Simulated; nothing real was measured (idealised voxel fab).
The following process module bears the name voxel wiring stack.
It is cross-section cut that appears here, measuring 175 nm in width, its square cells being 5 nm in size.
When this document writes out a cross-section, it uses a grid of square cells and lists it as bands, beginning at the top and moving down, with a band standing for one or more rows of cells. Heads up on the band format: heights come first, top then bottom, in nm. After that it's the materials left to right, each with its width in nm. A single material flagged "everywhere" fills the whole band edge to edge, and "empty" means there's empty space there. Heights are expressed relative to 0, this being the level below which the as-received wafer comprises one material exclusively. The lowest band is unbounded in the downward direction and is denoted as in "0 and below". The width entry "30 to 40" should be interpreted row by row: the top row of cells in the band takes the first number, the bottom row takes the second number, and the change between adjacent rows is uniform throughout. When a step is marked "everything unchanged", none of the cells in the cross-section changed during that step. Closed empty spaces (no open way to the top) of 8 cells or more are what "Unvented voids" lists, each as width x height at distance from the left edge, nm for all three. after a step's settings: what the simulator itself notes on the step. overlay nm, on a step with a mask: how far to the right of its planned place the mask lay; to the left if negative.

Below is the list of planned process steps:
step 1: RECEIVE [material Si]
step 2: CONFORMAL_DEP [material SiO2] [thk nm 15]
step 3: DIRECTIONAL_DEP [material TiN] [thk nm 5]
step 4: DIRECTIONAL_DEP [material Ru] [thk nm 15]
step 5: MASKED_ETCH [tone cover] [mask id METAL_1] [width nm 20] [pitch nm 40] [etch materials Ru] [depth nm 15] [overlay nm 0]
step 6: MASKED_ETCH [tone cover] [mask id METAL_1] [width nm 20] [pitch nm 40] [etch materials TiN] [depth nm 5] [overlay nm 0]
step 7: CONFORMAL_DEP [material SiN] [thk nm 5]
step 8: FILL_DEP [material SiO2] [thk nm 10]
step 9: CMP [height nm 35]
step 10: CONFORMAL_DEP [material SiCN] [thk nm 5]
step 11: DIRECTIONAL_DEP [material SiO2] [thk nm 20]
step 12: DIRECTIONAL_DEP [material aC] [thk nm 10]
step 13: PATTERN [tone open] [mask id PLUG_1] [material resist] [width nm 15] [pitch nm 80] [thk nm 30] [overlay nm 0]
step 14: DIRECTIONAL_ETCH [etch materials aC] [depth nm 10]
step 15: STRIP [etch materials resist]
step 16: DIRECTIONAL_ETCH [etch materials SiO2] [depth nm 20]
step 17: DIRECTIONAL_ETCH [etch materials SiCN] [depth nm 5]
step 18: STRIP [etch materials aC]
step 19: CONFORMAL_DEP [material TiN] [thk nm 5]
step 20: FILL_DEP [material Ru] [thk nm 5]
step 21: CMP [height nm 60]
step 22: CONFORMAL_DEP [material SiCN] [thk nm 5]
step 23: DIRECTIONAL_DEP [material SiO2] [thk nm 15]
step 24: MASKED_ETCH [tone open] [mask id METAL_2] [width nm 20] [pitch nm 40] [etch materials SiO2] [depth nm 15] [overlay nm 0]
step 25: MASKED_ETCH [tone open] [mask id METAL_2] [width nm 20] [pitch nm 40] [etch materials SiCN] [depth nm 5] [overlay nm 0]
step 26: CONFORMAL_DEP [material TiN] [thk nm 5]
step 27: FILL_DEP [material Ru] [thk nm 5]
step 28: CMP [height nm 80]
step 29: CONFORMAL_DEP [material SiCN] [thk nm 5]

Cross-section of the wafer upon arrival, representing the state reached after step 1:
    0 and below | Si everywhere
    Unvented voids: none

Starting structure and process plan are as shown above, but one mistake was made in running the module; the wafer cross-section at the end of the module follows:
    85 down to 80 | SiCN everywhere
    80 down to 65 | 40 of SiO2  5 of TiN  5 of Ru  5 of TiN  25 of SiO2  5 of TiN  5 of Ru  5 of TiN  25 of SiO2  5 of TiN  5 of Ru  5 of TiN  40 of SiO2
    65 down to 60 | 40 of SiCN  15 of TiN  25 of SiCN  15 of TiN  25 of SiCN  15 of TiN  40 of SiCN
    60 down to 40 | 35 of SiO2  5 of TiN  5 of Ru  5 of TiN  65 of SiO2  5 of TiN  5 of Ru  5 of TiN  45 of SiO2
    40 down to 35 | 35 of SiCN  15 of TiN  65 of SiCN  15 of TiN  45 of SiCN
    35 down to 20 | 30 of SiO2  5 of SiN  20 of Ru  5 of SiN  10 of SiO2  5 of SiN  20 of Ru  5 of SiN  10 of SiO2  5 of SiN  20 of Ru  5 of SiN  35 of SiO2
    20 down to 15 | 35 of SiN  20 of TiN  20 of SiN  20 of TiN  20 of SiN  20 of TiN  40 of SiN
    15 down to 0 | SiO2 everywhere
    0 and below | Si everywhere
    Unvented voids: none
Deviation from plan: heads up, step 24 didn't go per plan, it actually ran as MASKED_ETCH [tone open] [mask id METAL_2] [width nm 15] [pitch nm 40] [etch materials SiO2] [depth nm 15] [overlay nm 0]
